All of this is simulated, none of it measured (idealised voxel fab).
This is a process module. Its name is voxel transistor to metal.
The cross-section shown here is cut; it is 155 nm wide and divided into square cells measuring 5 nm on a side.
Cross-section layout: square cells on a grid; listed as bands, top to bottom; a band spans one or more cell rows.
Heights first: top, then bottom, in nm. Then materials, left to right, each with a width in nm. "edge to edge" on a single material: fills the band edge to edge. "air": empty space.
Zero point of the height axis is 0; under it, received wafer = one material. Lowest band: continues down indefinitely, "top 0, no bottom".
So if you see something like "30..40" for the width, read it as the top row of the band sitting at the first number and the bottom row at the second, with every row in between moving by the same amount as the last.
Reading "nothing changed" for a step: not a cell of the cross-section changed in it.
Enclosed voids (no open way to top), threshold 8 cells or more, entry "Unvented internal voids", notation width x height at distance, distance from left edge, nm.
Where a step's line continues beyond its settings, the continuation is a remark by the simulator itself on that step.
"overlay nm", when on a step's line for a step with a mask, measures how far to the right of its planned place the mask lay; a negative measure means to the left.

**Listed below are the process steps as planned**
1: RECEIVE [material Si]
2: OXIDIZE [depth nm 5]
3: CONFORMAL_DEP [material SiN] [thk nm 15]
4: MASKED_ETCH [tone cover] [mask id ACTIVE] [width nm 105] [etch materials SiN] [depth nm 15] [overlay nm 0]
5: MASKED_ETCH [tone cover] [mask id ACTIVE] [width nm 105] [etch materials SiO2] [depth nm 5] [overlay nm 0]
6: MASKED_ETCH [tone cover] [mask id ACTIVE] [width nm 105] [etch materials Si] [depth nm 35] [overlay nm 0]
7: OXIDIZE [depth nm 5]
8: FILL_DEP [material SiO2] [thk nm 10]
9: CMP [height nm 15]
10: SELECTIVE_ETCH [etch materials SiO2] [depth nm 10]
11: STRIP [etch materials SiN]
12: SELECTIVE_ETCH [etch materials SiO2] [depth nm 5]
13: OXIDIZE [depth nm 5]
14: DIRECTIONAL_DEP [material polySi] [thk nm 25]
15: DIRECTIONAL_DEP [material SiCN] [thk nm 15]
16: DIRECTIONAL_DEP [material aC] [thk nm 10]
17: PATTERN [tone cover] [mask id GATE] [material resist] [width nm 15] [thk nm 25] [overlay nm 0]
18: DIRECTIONAL_ETCH [etch materials aC] [depth nm 10]
19: STRIP [etch materials resist]
20: DIRECTIONAL_ETCH [etch materials SiCN] [depth nm 25]
21: DIRECTIONAL_ETCH [etch materials polySi] [depth nm 35]
22: STRIP [etch materials aC]
23: CONFORMAL_DEP [material SiO2] [thk nm 5]
24: DIRECTIONAL_ETCH [etch materials SiO2] [depth nm 5]
25: CONFORMAL_DEP [material SiN] [thk nm 10]
26: DIRECTIONAL_ETCH [etch materials SiN] [depth nm 10]
27: DIRECTIONAL_ETCH [etch materials SiO2] [depth nm 5]
28: DIRECTIONAL_ETCH [etch materials Si] [depth nm 5]
29: EPI [material pSi] [thk nm 10]
30: FILL_DEP [material SiO2] [thk nm 5]
31: CMP [height nm 35]
32: DIRECTIONAL_DEP [material SiO2] [thk nm 15]
33: PATTERN [tone open] [mask id CONTACT] [material resist] [width nm 20] [pitch nm 65] [thk nm 20] [overlay nm 0]
34: DIRECTIONAL_ETCH [etch materials SiO2] [depth nm 50]
35: STRIP [etch materials resist]
36: CONFORMAL_DEP [material TiN] [thk nm 5]
37: FILL_DEP [material W] [thk nm 5]
38: CMP [height nm 50]
39: CONFORMAL_DEP [material SiCN] [thk nm 5]
40: DIRECTIONAL_DEP [material SiO2] [thk nm 25]
41: PATTERN [tone open] [mask id METAL_1] [material resist] [width nm 20] [pitch nm 65] [thk nm 15] [overlay nm 0]
42: DIRECTIONAL_ETCH [etch materials SiO2] [depth nm 25]
43: DIRECTIONAL_ETCH [etch materials SiCN] [depth nm 5]
44: STRIP [etch materials resist]
45: CONFORMAL_DEP [material TiN] [thk nm 5]
46: FILL_DEP [material W] [thk nm 5]
47: CMP [height nm 80]
48: EPI [material Ru] [thk nm 5]
49: FILL_DEP [material SiCN] [thk nm 5]

**Step 1 complete: cross-section of the wafer as received**
* top 0, no bottom  Si edge to edge
* Unvented internal voids: none

**Same starting wafer, same plan as above, one mistake in the execution; this is the cross-section at the end of the module**
* top 90, bottom 85  SiCN edge to edge
* top 85, bottom 80  30 of SiCN, then 30 of Ru, then 35 of SiCN, then 30 of Ru, then 30 of SiCN
* top 80, bottom 55  35 of SiO2, then 5 of TiN, then 10 of W, then 5 of TiN, then 45 of SiO2, then 5 of TiN, then 10 of W, then 5 of TiN, then 35 of SiO2
* top 55, bottom 50  35 of SiCN, then 20 of TiN, then 45 of SiCN, then 20 of TiN, then 35 of SiCN
* top 50, bottom 35  35 of SiO2, then 5 of TiN, then 10 of W, then 5 of TiN, then 45 of SiO2, then 5 of TiN, then 10 of W, then 5 of TiN, then 35 of SiO2
* top 35, bottom 30  35 of SiO2, then 5 of TiN, then 10 of W, then 5 of TiN, then 10 of SiN, then 5 of SiO2, then 15 of SiCN, then 5 of SiO2, then 10 of SiN, then 5 of TiN, then 10 of W, then 5 of TiN, then 35 of SiO2
* top 30, bottom 25  20 of SiCN, then 5 of SiO2, then 10 of SiN, then 20 of TiN, then 10 of SiN, then 5 of SiO2, then 15 of SiCN, then 5 of SiO2, then 10 of SiN, then 20 of TiN, then 10 of SiN, then 5 of SiO2, then 20 of SiCN
* top 25, bottom 20  20 of polySi, then 115 of SiCN, then 20 of polySi
* top 20, bottom 0  polySi edge to edge
* top 0, bottom -5  20 of SiO2, then 115 of polySi, then 20 of SiO2
* top -5, bottom -10  SiO2 edge to edge
* top -10, bottom -45  30 of SiO2, then 95 of Si, then 30 of SiO2
* top -45, no bottom  Si edge to edge
* Unvented internal voids: none
Against the plan, the run slipped here: plan step 15 was conducted twice
